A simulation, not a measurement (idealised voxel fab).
The name of this process module is voxel trench capacitor.
Section cut is 290 nm wide and gridded with 5 nm square cells.
When this document writes out a cross-section, it uses a grid of square cells and lists it as bands, beginning at the top and moving down, with a band standing for one or more rows of cells.
Read a band's entry like this: the first values are the height of its top and the height of its bottom in nm, and what follows is the sequence of materials from left to right, each with its width in nm. Note that "blank" is empty space, and that a single material marked "full width" reaches across the band from edge to edge.
Heights are measured from 0, the level below which the as-received wafer is all one material; the lowest band has no bottom and continues downward, written as in "from 0 down".
A two-number width, for instance "30..40", indicates that the width is equal to the first number in the top row of the band and to the second number in the bottom row, and that it changes by a constant amount per row of cells.
When a step is marked "no modifications", none of the cells in the cross-section changed during that step.
Reported under the label "Closed void roster" are the empty spaces having no open way to the top and comprising 8 cells or more; the notation for each is width x height at distance, in which the distance is measured from the left edge and all three values are in nm.
If you see something after the settings on a step's line, that's the simulator's own remark about that step.
You can add "overlay nm" to a step's line. For a step with a mask, it describes how far the mask lay to the right of its planned position, and a negative number describes a lay to the left.
The following list gives the planned process steps:
- 1: RECEIVE with material Si
- 2: CONFORMAL_DEP with material SiN, thk nm 5
- 3: DIRECTIONAL_DEP with material aC, thk nm 15
- 4: PATTERN with tone open, mask id TRENCH, material resist, width nm 20, pitch nm 35, thk nm 30, overlay nm 0
- 5: DIRECTIONAL_ETCH with etch materials aC, depth nm 15
- 6: STRIP with etch materials resist
- 7: DIRECTIONAL_ETCH with etch materials SiN, depth nm 5
- 8: DIRECTIONAL_ETCH with etch materials Si, depth nm 30
- 9: STRIP with etch materials aC
- 10: CONFORMAL_DEP with material Al2O3, thk nm 5
- 11: FILL_DEP with material polySi, thk nm 10
- 12: CMP with height nm 5
Where the wafers of this document differ is in the thk nm of step 10; they start out the same, and the plan states the value that applied to the first wafer.
Cut through the first of several wafers as received, post step 1:
- from 0 down | Si full width
- Closed void roster: none
Here's the first of several wafers in cross-section, end of the module, after the last step, step 12:
- from 5 to 0 | SiN (115) | Al2O3 (5) | polySi (10) | Al2O3 (5) | SiN (15) | Al2O3 (5) | polySi (10) | Al2O3 (5) | SiN (120)
- from 0 to -25 | Si (115) | Al2O3 (5) | polySi (10) | Al2O3 (5) | Si (15) | Al2O3 (5) | polySi (10) | Al2O3 (5) | Si (120)
- from -25 to -30 | Si (115) | Al2O3 (20) | Si (15) | Al2O3 (20) | Si (120)
- from -30 down | Si full width
- Closed void roster: none
Cross-sectional view, end of module, last wafer of several:
- from 5 to 0 | SiN (115) | Al2O3 (20) | SiN (15) | Al2O3 (20) | SiN (120)
- from 0 to -30 | Si (115) | Al2O3 (20) | Si (15) | Al2O3 (20) | Si (120)
- from -30 down | Si full width
- Closed void roster: none
Gained (+) or lost (-) cells of each material since receipt, then closed voids: one row per wafer, at the end of the module:
thk nm 5 | +32 Al2O3 | -48 Si | +50 SiN | +24 polySi | Closed void roster: none
thk nm 10 | +56 Al2O3 | -48 Si | +50 SiN | Closed void roster: none
thk nm 15 | +56 Al2O3 | -48 Si | +50 SiN | Closed void roster: none
thk nm 20 | +56 Al2O3 | -48 Si | +50 SiN | Closed void roster: none
